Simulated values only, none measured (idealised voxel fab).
The name of this process module is voxel local oxidation.
The cross-section on display is named cut; it measures 255 nm wide, and its cells are 5 nm squares.
Think of the cross-section as a grid of square cells. We describe it in bands, top to bottom, and each band covers one or more rows of those cells.
In this notation a band is specified by the heights of its top and bottom, in that order and in nm, after which its materials appear from left to right, each paired with its width in nm. The word "full width" attached to a single material means that material fills the band from edge to edge; the word "blank" stands for empty space.
The level at which height equals 0 is the one under which the wafer, as it arrives, is entirely one material. No lower edge exists for the bottom band, which continues downward and is notated as in "0 -> down".
A width such as "30->40" changes by the same amount from each row of cells to the next, from the band's top row to its bottom row.
Step marked "no alteration"? Then no cell in the cross-section changed in it.
Closed-off voids of 8+ cells (no open route to the top) go in "Closed void inventory", written width x height at distance from the left edge, in nm.
Whatever follows a step's settings on its line is a remark the simulator itself makes about that step.
If you see "overlay nm" on a step's line and that step has a mask, it's telling you how far right of where it was planned the mask ended up; a negative number means it went left instead.
THE FOLLOWING LIST GIVES THE PLANNED PROCESS STEPS
1. RECEIVE,material Si
2. CONFORMAL_DEP,material SiO2,thk nm 5
3. CONFORMAL_DEP,material SiN,thk nm 10
4. PATTERN,tone cover,mask id ACTIVE,material resist,width nm 85,pitch nm 120,thk nm 20,overlay nm 0
5. DIRECTIONAL_ETCH,etch materials SiN,depth nm 10
6. STRIP,etch materials resist
7. SELECTIVE_ETCH,etch materials SiO2,depth nm 5
8. OXIDIZE,depth nm 10
9. STRIP,etch materials SiN
Variable across wafers: step 4 width nm (plan value is that of the first wafer; starting state common to all).
AFTER STEP 1, AS RECEIVED: FIRST OF SEVERAL WAFERS, CROSS-SECTION
0 -> down | Si full width
Closed void inventory: none
AFTER THE MODULE'S FINAL STEP, STEP 9: THE FIRST OF SEVERAL WAFERS IN CROSS-SECTION
5 -> 0 | 30 blank, then 75 SiO2, then 45 blank, then 75 SiO2, then 30 blank
0 -> -10 | 40 SiO2, then 55 Si, then 65 SiO2, then 55 Si, then 40 SiO2
-10 -> down | Si full width
Closed void inventory: none
CROSS-SECTION OF THE LAST WAFER AT END OF MODULE
5 -> 0 | 20 blank, then 95 SiO2, then 25 blank, then 95 SiO2, then 20 blank
0 -> -10 | 30 SiO2, then 75 Si, then 45 SiO2, then 75 Si, then 30 SiO2
-10 -> down | Si full width
Closed void inventory: none
BELOW: A ROW PER WAFER. CONTENTS AT END OF MODULE: FOR EVERY MATERIAL, CELLS GAINED SINCE RECEIPT (+) OR LOST SINCE RECEIPT (-); THEN CLOSED VOIDS
width nm 85; -58 Si; +88 SiO2; Closed void inventory: none
width nm 90; -54 Si; +86 SiO2; Closed void inventory: none
width nm 95; -50 Si; +84 SiO2; Closed void inventory: none
width nm 100; -46 Si; +82 SiO2; Closed void inventory: none
width nm 105; -42 Si; +80 SiO2; Closed void inventory: none
